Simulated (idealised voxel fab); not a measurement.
Presented below is a process module, voxel wiring stack.
Square cells of 5 nm make up the cross-section cut, whose width is 180 nm.
Bands, listed from the top down, are how a cross-section gets written in this document; the cross-section itself is a grid of square cells, and a band is one or more rows of them.
For a band, the entry starts with two heights in nm, that of the top and then that of the bottom, and carries on with the band's materials in order from left to right, each alongside its width in nm; the word "throughout" beside a single material means it fills the band edge to edge, and "blank" means empty space.
Height is counted from the level 0, under which the received wafer is composed throughout of one material. The lowest of the bands is not closed at the bottom but continues downward, in the notation "0 and below".
So if you see something like "30 to 40" for the width, read it as the top row of the band sitting at the first number and the bottom row at the second, with every row in between moving by the same amount as the last.
Given "stayed the same" for a step, no cell of the cross-section differs between before and after that step.
Entry "Unvented cavities" = empty spaces >= 8 cells with no open way to the top; each as width x height at distance, distance from left edge, all nm.
On a step's line, text after the settings is the simulator commenting on that step.
overlay nm: step with mask; distance mask lay right of planned place; negative value = left of planned place.
Intended process steps:
1,RECEIVE | material Si
2,CONFORMAL_DEP | material SiO2 | thk nm 15
3,DIRECTIONAL_DEP | material TiN | thk nm 5
4,DIRECTIONAL_DEP | material W | thk nm 20
5,DIRECTIONAL_DEP | material aC | thk nm 15
6,PATTERN | tone cover | mask id METAL_1 | material resist | width nm 30 | pitch nm 50 | thk nm 30 | overlay nm 0
7,DIRECTIONAL_ETCH | etch materials aC | depth nm 15
8,STRIP | etch materials resist
9,DIRECTIONAL_ETCH | etch materials W | depth nm 20
10,DIRECTIONAL_ETCH | etch materials TiN | depth nm 5
11,STRIP | etch materials aC
12,CONFORMAL_DEP | material SiCN | thk nm 5
13,FILL_DEP | material lowk | thk nm 10
14,CMP | height nm 40
15,CONFORMAL_DEP | material SiCN | thk nm 5
16,DIRECTIONAL_DEP | material lowk | thk nm 30
17,DIRECTIONAL_DEP | material aC | thk nm 15
18,PATTERN | tone open | mask id METAL_2_HOLES | material resist | width nm 15 | pitch nm 50 | thk nm 35 | overlay nm 0
19,DIRECTIONAL_ETCH | etch materials aC | depth nm 15
20,STRIP | etch materials resist
21,DIRECTIONAL_ETCH | etch materials lowk | depth nm 30
22,STRIP | etch materials aC
23,MASKED_ETCH | tone open | mask id METAL_2 | width nm 30 | pitch nm 50 | etch materials lowk | depth nm 15 | overlay nm 0
24,MASKED_ETCH | tone open | mask id METAL_2 | width nm 30 | pitch nm 50 | etch materials SiCN | depth nm 5 | overlay nm 0
25,CONFORMAL_DEP | material TiN | thk nm 5
26,FILL_DEP | material Cu | thk nm 5
27,CMP | height nm 75
28,CONFORMAL_DEP | material SiCN | thk nm 5
29,DIRECTIONAL_DEP | material SiO2 | thk nm 20
30,DIRECTIONAL_DEP | material aC | thk nm 15
31,PATTERN | tone open | mask id PLUG_2 | material resist | width nm 15 | pitch nm 100 | thk nm 30 | overlay nm 0
32,DIRECTIONAL_ETCH | etch materials aC | depth nm 15
33,STRIP | etch materials resist
34,DIRECTIONAL_ETCH | etch materials SiO2 | depth nm 20
35,DIRECTIONAL_ETCH | etch materials SiCN | depth nm 5
36,STRIP | etch materials aC
37,CONFORMAL_DEP | material TiN | thk nm 5
38,FILL_DEP | material W | thk nm 10
39,CMP | height nm 100
40,CONFORMAL_DEP | material SiN | thk nm 5
41,DIRECTIONAL_DEP | material SiO2 | thk nm 25
42,DIRECTIONAL_DEP | material aC | thk nm 10
43,PATTERN | tone open | mask id METAL_3 | material resist | width nm 30 | pitch nm 50 | thk nm 25 | overlay nm 0
44,DIRECTIONAL_ETCH | etch materials aC | depth nm 10
45,STRIP | etch materials resist
46,DIRECTIONAL_ETCH | etch materials SiO2 | depth nm 25
47,DIRECTIONAL_ETCH | etch materials SiN | depth nm 5
48,STRIP | etch materials aC
49,CONFORMAL_DEP | material TiN | thk nm 5
50,FILL_DEP | material Cu | thk nm 5
51,CMP | height nm 130
52,EPI | material Ru | thk nm 5
53,FILL_DEP | material SiCN | thk nm 5
54,DIRECTIONAL_DEP | material SiO2 | thk nm 15
55,MASKED_ETCH | tone open | mask id PLUG_3 | width nm 15 | pitch nm 50 | etch materials SiO2 | depth nm 15 | overlay nm 0
56,MASKED_ETCH | tone open | mask id PLUG_3 | width nm 15 | pitch nm 50 | etch materials SiCN | depth nm 5 | overlay nm 0
57,CONFORMAL_DEP | material TiN | thk nm 5
58,FILL_DEP | material Cu | thk nm 10
59,CMP | height nm 155
60,CONFORMAL_DEP | material SiN | thk nm 5
61,DIRECTIONAL_DEP | material lowk | thk nm 20
62,PATTERN | tone open | mask id METAL_4 | material resist | width nm 30 | pitch nm 50 | thk nm 15 | overlay nm 0
63,DIRECTIONAL_ETCH | etch materials lowk | depth nm 20
64,DIRECTIONAL_ETCH | etch materials SiN | depth nm 5
65,STRIP | etch materials resist
66,CONFORMAL_DEP | material TiN | thk nm 5
67,FILL_DEP | material W | thk nm 10
68,CMP | height nm 180
69,CONFORMAL_DEP | material SiCN | thk nm 5
The first of the two wafers, which ran as planned:
Cross-section: wafer on arrival = after step 1:
    0 and below = Si throughout
    Unvented cavities: none
After step 2, in cross-section:
    15 down to 0 = SiO2 throughout
    Under the height 0 nothing was changed.
After step 3, in cross-section:
    20 down to 15 = TiN throughout
    Under the height 15 nothing was changed.
After step 4, in cross-section:
    40 down to 20 = W throughout
    Under the height 20 nothing was changed.
After step 5, in cross-section:
    55 down to 40 = aC throughout
    Under the height 40 nothing was changed.
After step 6, in cross-section:
    85 down to 55 = blank 25; resist 30; blank 20; resist 30; blank 20; resist 30; blank 25
    Under the height 55 nothing was changed.
After step 7, in cross-section:
    70 down to 55 = blank 25; resist 30; blank 20; resist 30; blank 20; resist 30; blank 25
    55 down to 40 = blank 25; aC 30; blank 20; aC 30; blank 20; aC 30; blank 25
    Under the height 40 nothing was changed.
After step 8, in cross-section:
    55 down to 40 = blank 25; aC 30; blank 20; aC 30; blank 20; aC 30; blank 25
    Under the height 40 nothing was changed.
After step 9, in cross-section:
    55 down to 40 = blank 25; aC 30; blank 20; aC 30; blank 20; aC 30; blank 25
    40 down to 20 = blank 25; W 30; blank 20; W 30; blank 20; W 30; blank 25
    Under the height 20 nothing was changed.
After step 10, in cross-section:
    55 down to 40 = blank 25; aC 30; blank 20; aC 30; blank 20; aC 30; blank 25
    40 down to 20 = blank 25; W 30; blank 20; W 30; blank 20; W 30; blank 25
    20 down to 15 = blank 25; TiN 30; blank 20; TiN 30; blank 20; TiN 30; blank 25
    Under the height 15 nothing was changed.
After step 11, in cross-section:
    40 down to 20 = blank 25; W 30; blank 20; W 30; blank 20; W 30; blank 25
    Under the height 20 nothing was changed.
After step 12, in cross-section:
    45 down to 40 = blank 20; SiCN 40; blank 10; SiCN 40; blank 10; SiCN 40; blank 20
    40 down to 20 = blank 20; SiCN 5; W 30; SiCN 5; blank 10; SiCN 5; W 30; SiCN 5; blank 10; SiCN 5; W 30; SiCN 5; blank 20
    20 down to 15 = SiCN 25; TiN 30; SiCN 20; TiN 30; SiCN 20; TiN 30; SiCN 25
    Under the height 15 nothing was changed.
After step 13, in cross-section:
    55 down to 45 = lowk throughout
    45 down to 40 = lowk 20; SiCN 40; lowk 10; SiCN 40; lowk 10; SiCN 40; lowk 20
    40 down to 20 = lowk 20; SiCN 5; W 30; SiCN 5; lowk 10; SiCN 5; W 30; SiCN 5; lowk 10; SiCN 5; W 30; SiCN 5; lowk 20
    Under the height 20 nothing was changed.
After step 14, in cross-section:
    40 down to 20 = lowk 20; SiCN 5; W 30; SiCN 5; lowk 10; SiCN 5; W 30; SiCN 5; lowk 10; SiCN 5; W 30; SiCN 5; lowk 20
    Under the height 20 nothing was changed.
After step 15, in cross-section:
    45 down to 40 = SiCN throughout
    Under the height 40 nothing was changed.
After step 16, in cross-section:
    75 down to 45 = lowk throughout
    Under the height 45 nothing was changed.
After step 17, in cross-section:
    90 down to 75 = aC throughout
    Under the height 75 nothing was changed.
After step 18, in cross-section:
    125 down to 90 = resist 25; blank 15; resist 35; blank 15; resist 35; blank 15; resist 40
    Under the height 90 nothing was changed.
After step 19, in cross-section:
    110 down to 90 = resist 25; blank 15; resist 35; blank 15; resist 35; blank 15; resist 40
    90 down to 75 = aC 25; blank 15; aC 35; blank 15; aC 35; blank 15; aC 40
    Under the height 75 nothing was changed.
After step 20, in cross-section:
    90 down to 75 = aC 25; blank 15; aC 35; blank 15; aC 35; blank 15; aC 40
    Under the height 75 nothing was changed.
After step 21, in cross-section:
    90 down to 75 = aC 25; blank 15; aC 35; blank 15; aC 35; blank 15; aC 40
    75 down to 45 = lowk 25; blank 15; lowk 35; blank 15; lowk 35; blank 15; lowk 40
    Under the height 45 nothing was changed.
After step 22, in cross-section:
    75 down to 45 = lowk 25; blank 15; lowk 35; blank 15; lowk 35; blank 15; lowk 40
    Under the height 45 nothing was changed.
After step 23, in cross-section:
    75 down to 60 = lowk 25; blank 30; lowk 20; blank 30; lowk 20; blank 30; lowk 25
    Under the height 60 nothing was changed.
After step 24, in cross-section:
    75 down to 60 = lowk 25; blank 30; lowk 20; blank 30; lowk 20; blank 30; lowk 25
    60 down to 45 = lowk 25; blank 15; lowk 35; blank 15; lowk 35; blank 15; lowk 40
    45 down to 40 = SiCN 25; blank 15; SiCN 35; blank 15; SiCN 35; blank 15; SiCN 40
    Under the height 40 nothing was changed.
After step 25, in cross-section:
    80 down to 75 = TiN 30; blank 20; TiN 30; blank 20; TiN 30; blank 20; TiN 30
    75 down to 65 = lowk 25; TiN 5; blank 20; TiN 5; lowk 20; TiN 5; blank 20; TiN 5; lowk 20; TiN 5; blank 20; TiN 5; lowk 25
    65 down to 60 = lowk 25; TiN 5; blank 5; TiN 20; lowk 20; TiN 5; blank 5; TiN 20; lowk 20; TiN 5; blank 5; TiN 20; lowk 25
    60 down to 45 = lowk 25; TiN 5; blank 5; TiN 5; lowk 35; TiN 5; blank 5; TiN 5; lowk 35; TiN 5; blank 5; TiN 5; lowk 40
    45 down to 40 = SiCN 25; TiN 15; SiCN 35; TiN 15; SiCN 35; TiN 15; SiCN 40
    Under the height 40 nothing was changed.
After step 26, in cross-section:
    85 down to 80 = Cu throughout
    80 down to 75 = TiN 30; Cu 20; TiN 30; Cu 20; TiN 30; Cu 20; TiN 30
    75 down to 65 = lowk 25; TiN 5; Cu 20; TiN 5; lowk 20; TiN 5; Cu 20; TiN 5; lowk 20; TiN 5; Cu 20; TiN 5; lowk 25
    65 down to 60 = lowk 25; TiN 5; Cu 5; TiN 20; lowk 20; TiN 5; Cu 5; TiN 20; lowk 20; TiN 5; Cu 5; TiN 20; lowk 25
    60 down to 45 = lowk 25; TiN 5; Cu 5; TiN 5; lowk 35; TiN 5; Cu 5; TiN 5; lowk 35; TiN 5; Cu 5; TiN 5; lowk 40
    Under the height 45 nothing was changed.
After step 27, in cross-section:
    75 down to 65 = lowk 25; TiN 5; Cu 20; TiN 5; lowk 20; TiN 5; Cu 20; TiN 5; lowk 20; TiN 5; Cu 20; TiN 5; lowk 25
    Under the height 65 nothing was changed.
After step 28, in cross-section:
    80 down to 75 = SiCN throughout
    Under the height 75 nothing was changed.
After step 29, in cross-section:
    100 down to 80 = SiO2 throughout
    Under the height 80 nothing was changed.
After step 30, in cross-section:
    115 down to 100 = aC throughout
    Under the height 100 nothing was changed.
After step 31, in cross-section:
    145 down to 115 = resist 25; blank 15; resist 85; blank 15; resist 40
    Under the height 115 nothing was changed.
After step 32, in cross-section:
    130 down to 115 = resist 25; blank 15; resist 85; blank 15; resist 40
    115 down to 100 = aC 25; blank 15; aC 85; blank 15; aC 40
    Under the height 100 nothing was changed.
After step 33, in cross-section:
    115 down to 100 = aC 25; blank 15; aC 85; blank 15; aC 40
    Under the height 100 nothing was changed.
After step 34, in cross-section:
    115 down to 100 = aC 25; blank 15; aC 85; blank 15; aC 40
    100 down to 80 = SiO2 25; blank 15; SiO2 85; blank 15; SiO2 40
    Under the height 80 nothing was changed.
After step 35, in cross-section:
    115 down to 100 = aC 25; blank 15; aC 85; blank 15; aC 40
    100 down to 80 = SiO2 25; blank 15; SiO2 85; blank 15; SiO2 40
    80 down to 75 = SiCN 25; blank 15; SiCN 85; blank 15; SiCN 40
    Under the height 75 nothing was changed.
After step 36, in cross-section:
    100 down to 80 = SiO2 25; blank 15; SiO2 85; blank 15; SiO2 40
    Under the height 80 nothing was changed.
After step 37, in cross-section:
    105 down to 100 = TiN 30; blank 5; TiN 95; blank 5; TiN 45
    100 down to 80 = SiO2 25; TiN 5; blank 5; TiN 5; SiO2 85; TiN 5; blank 5; TiN 5; SiO2 40
    80 down to 75 = SiCN 25; TiN 15; SiCN 85; TiN 15; SiCN 40
    Under the height 75 nothing was changed.
After step 38, in cross-section:
    115 down to 105 = W throughout
    105 down to 100 = TiN 30; W 5; TiN 95; W 5; TiN 45
    100 down to 80 = SiO2 25; TiN 5; W 5; TiN 5; SiO2 85; TiN 5; W 5; TiN 5; SiO2 40
    Under the height 80 nothing was changed.
After step 39, in cross-section:
    100 down to 80 = SiO2 25; TiN 5; W 5; TiN 5; SiO2 85; TiN 5; W 5; TiN 5; SiO2 40
    Under the height 80 nothing was changed.
After step 40, in cross-section:
    105 down to 100 = SiN throughout
    Under the height 100 nothing was changed.
After step 41, in cross-section:
    130 down to 105 = SiO2 throughout
    Under the height 105 nothing was changed.
After step 42, in cross-section:
    140 down to 130 = aC throughout
    Under the height 130 nothing was changed.
After step 43, in cross-section:
    165 down to 140 = resist 25; blank 30; resist 20; blank 30; resist 20; blank 30; resist 25
    Under the height 140 nothing was changed.
After step 44, in cross-section:
    155 down to 140 = resist 25; blank 30; resist 20; blank 30; resist 20; blank 30; resist 25
    140 down to 130 = aC 25; blank 30; aC 20; blank 30; aC 20; blank 30; aC 25
    Under the height 130 nothing was changed.
After step 45, in cross-section:
    140 down to 130 = aC 25; blank 30; aC 20; blank 30; aC 20; blank 30; aC 25
    Under the height 130 nothing was changed.
After step 46, in cross-section:
    140 down to 130 = aC 25; blank 30; aC 20; blank 30; aC 20; blank 30; aC 25
    130 down to 105 = SiO2 25; blank 30; SiO2 20; blank 30; SiO2 20; blank 30; SiO2 25
    Under the height 105 nothing was changed.
After step 47, in cross-section:
    140 down to 130 = aC 25; blank 30; aC 20; blank 30; aC 20; blank 30; aC 25
    130 down to 105 = SiO2 25; blank 30; SiO2 20; blank 30; SiO2 20; blank 30; SiO2 25
    105 down to 100 = SiN 25; blank 30; SiN 20; blank 30; SiN 20; blank 30; SiN 25
    Under the height 100 nothing was changed.
After step 48, in cross-section:
    130 down to 105 = SiO2 25; blank 30; SiO2 20; blank 30; SiO2 20; blank 30; SiO2 25
    Under the height 105 nothing was changed.
After step 49, in cross-section:
    135 down to 130 = TiN 30; blank 20; TiN 30; blank 20; TiN 30; blank 20; TiN 30
    130 down to 105 = SiO2 25; TiN 5; blank 20; TiN 5; SiO2 20; TiN 5; blank 20; TiN 5; SiO2 20; TiN 5; blank 20; TiN 5; SiO2 25
    105 down to 100 = SiN 25; TiN 30; SiN 20; TiN 30; SiN 20; TiN 30; SiN 25
    Under the height 100 nothing was changed.
After step 50, in cross-section:
    140 down to 135 = Cu throughout
    135 down to 130 = TiN 30; Cu 20; TiN 30; Cu 20; TiN 30; Cu 20; TiN 30
    130 down to 105 = SiO2 25; TiN 5; Cu 20; TiN 5; SiO2 20; TiN 5; Cu 20; TiN 5; SiO2 20; TiN 5; Cu 20; TiN 5; SiO2 25
    Under the height 105 nothing was changed.
After step 51, in cross-section:
    130 down to 105 = SiO2 25; TiN 5; Cu 20; TiN 5; SiO2 20; TiN 5; Cu 20; TiN 5; SiO2 20; TiN 5; Cu 20; TiN 5; SiO2 25
    Under the height 105 nothing was changed.
After step 52, in cross-section:
    135 down to 130 = blank 20; Ru 40; blank 10; Ru 40; blank 10; Ru 40; blank 20
    Under the height 130 nothing was changed.
After step 53, in cross-section:
    140 down to 135 = SiCN throughout
    135 down to 130 = SiCN 20; Ru 40; SiCN 10; Ru 40; SiCN 10; Ru 40; SiCN 20
    Under the height 130 nothing was changed.
After step 54, in cross-section:
    155 down to 140 = SiO2 throughout
    Under the height 140 nothing was changed.
After step 55, in cross-section:
    155 down to 140 = SiO2 25; blank 15; SiO2 35; blank 15; SiO2 35; blank 15; SiO2 40
    Under the height 140 nothing was changed.
After step 56, in cross-section:
    155 down to 140 = SiO2 25; blank 15; SiO2 35; blank 15; SiO2 35; blank 15; SiO2 40
    140 down to 135 = SiCN 25; blank 15; SiCN 35; blank 15; SiCN 35; blank 15; SiCN 40
    Under the height 135 nothing was changed.
After step 57, in cross-section:
    160 down to 155 = TiN 30; blank 5; TiN 45; blank 5; TiN 45; blank 5; TiN 45
    155 down to 140 = SiO2 25; TiN 5; blank 5; TiN 5; SiO2 35; TiN 5; blank 5; TiN 5; SiO2 35; TiN 5; blank 5; TiN 5; SiO2 40
    140 down to 135 = SiCN 25; TiN 15; SiCN 35; TiN 15; SiCN 35; TiN 15; SiCN 40
    Under the height 135 nothing was changed.
After step 58, in cross-section:
    170 down to 160 = Cu throughout
    160 down to 155 = TiN 30; Cu 5; TiN 45; Cu 5; TiN 45; Cu 5; TiN 45
    155 down to 140 = SiO2 25; TiN 5; Cu 5; TiN 5; SiO2 35; TiN 5; Cu 5; TiN 5; SiO2 35; TiN 5; Cu 5; TiN 5; SiO2 40
    Under the height 140 nothing was changed.
After step 59, in cross-section:
    155 down to 140 = SiO2 25; TiN 5; Cu 5; TiN 5; SiO2 35; TiN 5; Cu 5; TiN 5; SiO2 35; TiN 5; Cu 5; TiN 5; SiO2 40
    Under the height 140 nothing was changed.
After step 60, in cross-section:
    160 down to 155 = SiN throughout
    Under the height 155 nothing was changed.
After step 61, in cross-section:
    180 down to 160 = lowk throughout
    Under the height 160 nothing was changed.
After step 62, in cross-section:
    195 down to 180 = resist 25; blank 30; resist 20; blank 30; resist 20; blank 30; resist 25
    Under the height 180 nothing was changed.
After step 63, in cross-section:
    195 down to 180 = resist 25; blank 30; resist 20; blank 30; resist 20; blank 30; resist 25
    180 down to 160 = lowk 25; blank 30; lowk 20; blank 30; lowk 20; blank 30; lowk 25
    Under the height 160 nothing was changed.
After step 64, in cross-section:
    195 down to 180 = resist 25; blank 30; resist 20; blank 30; resist 20; blank 30; resist 25
    180 down to 160 = lowk 25; blank 30; lowk 20; blank 30; lowk 20; blank 30; lowk 25
    160 down to 155 = SiN 25; blank 30; SiN 20; blank 30; SiN 20; blank 30; SiN 25
    Under the height 155 nothing was changed.
After step 65, in cross-section:
    180 down to 160 = lowk 25; blank 30; lowk 20; blank 30; lowk 20; blank 30; lowk 25
    Under the height 160 nothing was changed.
After step 66, in cross-section:
    185 down to 180 = TiN 30; blank 20; TiN 30; blank 20; TiN 30; blank 20; TiN 30
    180 down to 160 = lowk 25; TiN 5; blank 20; TiN 5; lowk 20; TiN 5; blank 20; TiN 5; lowk 20; TiN 5; blank 20; TiN 5; lowk 25
    160 down to 155 = SiN 25; TiN 30; SiN 20; TiN 30; SiN 20; TiN 30; SiN 25
    Under the height 155 nothing was changed.
After step 67, in cross-section:
    195 down to 185 = W throughout
    185 down to 180 = TiN 30; W 20; TiN 30; W 20; TiN 30; W 20; TiN 30
    180 down to 160 = lowk 25; TiN 5; W 20; TiN 5; lowk 20; TiN 5; W 20; TiN 5; lowk 20; TiN 5; W 20; TiN 5; lowk 25
    Under the height 160 nothing was changed.
After step 68, in cross-section:
    180 down to 160 = lowk 25; TiN 5; W 20; TiN 5; lowk 20; TiN 5; W 20; TiN 5; lowk 20; TiN 5; W 20; TiN 5; lowk 25
    Under the height 160 nothing was changed.
After step 69, in cross-section:
    185 down to 180 = SiCN throughout
    Under the height 180 nothing was changed.
Wafer two. Same start, same plan, one slip in execution. Same as wafer one through step 30, inclusive:
Cross-section of the second wafer at the time step 31 of the plan should have ended:
    145 down to 115 = resist 25; blank 20; resist 80; blank 20; resist 35
    Under the height 115 nothing was changed.
Cross-section of the second wafer at the time step 32 of the plan should have ended:
    130 down to 115 = resist 25; blank 20; resist 80; blank 20; resist 35
    115 down to 100 = aC 25; blank 20; aC 80; blank 20; aC 35
    Under the height 100 nothing was changed.
Cross-section of the second wafer at the time step 33 of the plan should have ended:
    115 down to 100 = aC 25; blank 20; aC 80; blank 20; aC 35
    Under the height 100 nothing was changed.
Cross-section of the second wafer at the time step 34 of the plan should have ended:
    115 down to 100 = aC 25; blank 20; aC 80; blank 20; aC 35
    100 down to 80 = SiO2 25; blank 20; SiO2 80; blank 20; SiO2 35
    Under the height 80 nothing was changed.
Cross-section of the second wafer at the time step 35 of the plan should have ended:
    115 down to 100 = aC 25; blank 20; aC 80; blank 20; aC 35
    100 down to 80 = SiO2 25; blank 20; SiO2 80; blank 20; SiO2 35
    80 down to 75 = SiCN 25; blank 20; SiCN 80; blank 20; SiCN 35
    Under the height 75 nothing was changed.
Cross-section of the second wafer at the time step 36 of the plan should have ended:
    100 down to 80 = SiO2 25; blank 20; SiO2 80; blank 20; SiO2 35
    Under the height 80 nothing was changed.
Cross-section of the second wafer at the time step 37 of the plan should have ended:
    105 down to 100 = TiN 30; blank 10; TiN 90; blank 10; TiN 40
    100 down to 80 = SiO2 25; TiN 5; blank 10; TiN 5; SiO2 80; TiN 5; blank 10; TiN 5; SiO2 35
    80 down to 75 = SiCN 25; TiN 20; SiCN 80; TiN 20; SiCN 35
    Under the height 75 nothing was changed.
Cross-section of the second wafer at the time step 38 of the plan should have ended:
    115 down to 105 = W throughout
    105 down to 100 = TiN 30; W 10; TiN 90; W 10; TiN 40
    100 down to 80 = SiO2 25; TiN 5; W 10; TiN 5; SiO2 80; TiN 5; W 10; TiN 5; SiO2 35
    Under the height 80 nothing was changed.
Cross-section of the second wafer at the time step 39 of the plan should have ended:
    100 down to 80 = SiO2 25; TiN 5; W 10; TiN 5; SiO2 80; TiN 5; W 10; TiN 5; SiO2 35
    Under the height 80 nothing was changed.
Cross-section of the second wafer at the time step 40 of the plan should have ended:
    105 down to 100 = SiN throughout
    Under the height 100 nothing was changed.
Cross-section of the second wafer at the time step 41 of the plan should have ended:
    130 down to 105 = SiO2 throughout
    Under the height 105 nothing was changed.
Cross-section of the second wafer at the time step 42 of the plan should have ended:
    140 down to 130 = aC throughout
    Under the height 130 nothing was changed.
Cross-section of the second wafer at the time step 43 of the plan should have ended:
    165 down to 140 = resist 25; blank 30; resist 20; blank 30; resist 20; blank 30; resist 25
    Under the height 140 nothing was changed.
Cross-section of the second wafer at the time step 44 of the plan should have ended:
    155 down to 140 = resist 25; blank 30; resist 20; blank 30; resist 20; blank 30; resist 25
    140 down to 130 = aC 25; blank 30; aC 20; blank 30; aC 20; blank 30; aC 25
    Under the height 130 nothing was changed.
Cross-section of the second wafer at the time step 45 of the plan should have ended:
    140 down to 130 = aC 25; blank 30; aC 20; blank 30; aC 20; blank 30; aC 25
    Under the height 130 nothing was changed.
Cross-section of the second wafer at the time step 46 of the plan should have ended:
    140 down to 130 = aC 25; blank 30; aC 20; blank 30; aC 20; blank 30; aC 25
    130 down to 105 = SiO2 25; blank 30; SiO2 20; blank 30; SiO2 20; blank 30; SiO2 25
    Under the height 105 nothing was changed.
Cross-section of the second wafer at the time step 47 of the plan should have ended:
    140 down to 130 = aC 25; blank 30; aC 20; blank 30; aC 20; blank 30; aC 25
    130 down to 105 = SiO2 25; blank 30; SiO2 20; blank 30; SiO2 20; blank 30; SiO2 25
    105 down to 100 = SiN 25; blank 30; SiN 20; blank 30; SiN 20; blank 30; SiN 25
    Under the height 100 nothing was changed.
Cross-section of the second wafer at the time step 48 of the plan should have ended:
    130 down to 105 = SiO2 25; blank 30; SiO2 20; blank 30; SiO2 20; blank 30; SiO2 25
    Under the height 105 nothing was changed.
Cross-section of the second wafer at the time step 49 of the plan should have ended:
    135 down to 130 = TiN 30; blank 20; TiN 30; blank 20; TiN 30; blank 20; TiN 30
    130 down to 105 = SiO2 25; TiN 5; blank 20; TiN 5; SiO2 20; TiN 5; blank 20; TiN 5; SiO2 20; TiN 5; blank 20; TiN 5; SiO2 25
    105 down to 100 = SiN 25; TiN 30; SiN 20; TiN 30; SiN 20; TiN 30; SiN 25
    Under the height 100 nothing was changed.
Cross-section of the second wafer at the time step 50 of the plan should have ended:
    140 down to 135 = Cu throughout
    135 down to 130 = TiN 30; Cu 20; TiN 30; Cu 20; TiN 30; Cu 20; TiN 30
    130 down to 105 = SiO2 25; TiN 5; Cu 20; TiN 5; SiO2 20; TiN 5; Cu 20; TiN 5; SiO2 20; TiN 5; Cu 20; TiN 5; SiO2 25
    Under the height 105 nothing was changed.
Cross-section of the second wafer at the time step 51 of the plan should have ended:
    130 down to 105 = SiO2 25; TiN 5; Cu 20; TiN 5; SiO2 20; TiN 5; Cu 20; TiN 5; SiO2 20; TiN 5; Cu 20; TiN 5; SiO2 25
    Under the height 105 nothing was changed.
Cross-section of the second wafer at the time step 52 of the plan should have ended:
    135 down to 130 = blank 20; Ru 40; blank 10; Ru 40; blank 10; Ru 40; blank 20
    Under the height 130 nothing was changed.
Cross-section of the second wafer at the time step 53 of the plan should have ended:
    140 down to 135 = SiCN throughout
    135 down to 130 = SiCN 20; Ru 40; SiCN 10; Ru 40; SiCN 10; Ru 40; SiCN 20
    Under the height 130 nothing was changed.
Cross-section of the second wafer at the time step 54 of the plan should have ended:
    155 down to 140 = SiO2 throughout
    Under the height 140 nothing was changed.
Cross-section of the second wafer at the time step 55 of the plan should have ended:
    155 down to 140 = SiO2 25; blank 15; SiO2 35; blank 15; SiO2 35; blank 15; SiO2 40
    Under the height 140 nothing was changed.
Cross-section of the second wafer at the time step 56 of the plan should have ended:
    155 down to 140 = SiO2 25; blank 15; SiO2 35; blank 15; SiO2 35; blank 15; SiO2 40
    140 down to 135 = SiCN 25; blank 15; SiCN 35; blank 15; SiCN 35; blank 15; SiCN 40
    Under the height 135 nothing was changed.
Cross-section of the second wafer at the time step 57 of the plan should have ended:
    160 down to 155 = TiN 30; blank 5; TiN 45; blank 5; TiN 45; blank 5; TiN 45
    155 down to 140 = SiO2 25; TiN 5; blank 5; TiN 5; SiO2 35; TiN 5; blank 5; TiN 5; SiO2 35; TiN 5; blank 5; TiN 5; SiO2 40
    140 down to 135 = SiCN 25; TiN 15; SiCN 35; TiN 15; SiCN 35; TiN 15; SiCN 40
    Under the height 135 nothing was changed.
Cross-section of the second wafer at the time step 58 of the plan should have ended:
    170 down to 160 = Cu throughout
    160 down to 155 = TiN 30; Cu 5; TiN 45; Cu 5; TiN 45; Cu 5; TiN 45
    155 down to 140 = SiO2 25; TiN 5; Cu 5; TiN 5; SiO2 35; TiN 5; Cu 5; TiN 5; SiO2 35; TiN 5; Cu 5; TiN 5; SiO2 40
    Under the height 140 nothing was changed.
Cross-section of the second wafer at the time step 59 of the plan should have ended:
    155 down to 140 = SiO2 25; TiN 5; Cu 5; TiN 5; SiO2 35; TiN 5; Cu 5; TiN 5; SiO2 35; TiN 5; Cu 5; TiN 5; SiO2 40
    Under the height 140 nothing was changed.
Cross-section of the second wafer at the time step 60 of the plan should have ended:
    160 down to 155 = SiN throughout
    Under the height 155 nothing was changed.
Cross-section of the second wafer at the time step 61 of the plan should have ended:
    180 down to 160 = lowk throughout
    Under the height 160 nothing was changed.
Cross-section of the second wafer at the time step 62 of the plan should have ended:
    195 down to 180 = resist 25; blank 30; resist 20; blank 30; resist 20; blank 30; resist 25
    Under the height 180 nothing was changed.
Cross-section of the second wafer at the time step 63 of the plan should have ended:
    195 down to 180 = resist 25; blank 30; resist 20; blank 30; resist 20; blank 30; resist 25
    180 down to 160 = lowk 25; blank 30; lowk 20; blank 30; lowk 20; blank 30; lowk 25
    Under the height 160 nothing was changed.
Cross-section of the second wafer at the time step 64 of the plan should have ended:
    195 down to 180 = resist 25; blank 30; resist 20; blank 30; resist 20; blank 30; resist 25
    180 down to 160 = lowk 25; blank 30; lowk 20; blank 30; lowk 20; blank 30; lowk 25
    160 down to 155 = SiN 25; blank 30; SiN 20; blank 30; SiN 20; blank 30; SiN 25
    Under the height 155 nothing was changed.
Cross-section of the second wafer at the time step 65 of the plan should have ended:
    180 down to 160 = lowk 25; blank 30; lowk 20; blank 30; lowk 20; blank 30; lowk 25
    Under the height 160 nothing was changed.
Cross-section of the second wafer at the time step 66 of the plan should have ended:
    185 down to 180 = TiN 30; blank 20; TiN 30; blank 20; TiN 30; blank 20; TiN 30
    180 down to 160 = lowk 25; TiN 5; blank 20; TiN 5; lowk 20; TiN 5; blank 20; TiN 5; lowk 20; TiN 5; blank 20; TiN 5; lowk 25
    160 down to 155 = SiN 25; TiN 30; SiN 20; TiN 30; SiN 20; TiN 30; SiN 25
    Under the height 155 nothing was changed.
Cross-section of the second wafer at the time step 67 of the plan should have ended:
    195 down to 185 = W throughout
    185 down to 180 = TiN 30; W 20; TiN 30; W 20; TiN 30; W 20; TiN 30
    180 down to 160 = lowk 25; TiN 5; W 20; TiN 5; lowk 20; TiN 5; W 20; TiN 5; lowk 20; TiN 5; W 20; TiN 5; lowk 25
    Under the height 160 nothing was changed.
Cross-section of the second wafer at the time step 68 of the plan should have ended:
    180 down to 160 = lowk 25; TiN 5; W 20; TiN 5; lowk 20; TiN 5; W 20; TiN 5; lowk 20; TiN 5; W 20; TiN 5; lowk 25
    Under the height 160 nothing was changed.
Cross-section of the second wafer at the time step 69 of the plan should have ended:
    185 down to 180 = SiCN throughout
    Under the height 180 nothing was changed.
Deviation from plan: step 31 did not happen as planned, as run it was PATTERN | tone open | mask id PLUG_2 | material resist | width nm 20 | pitch nm 100 | thk nm 30 | overlay nm 0
Per the end-of-run cell counts, the second wafer holds more or fewer of some materials than the first: 2 fewer of SiCN; 8 fewer of SiO2; 2 more of TiN; 8 more of W
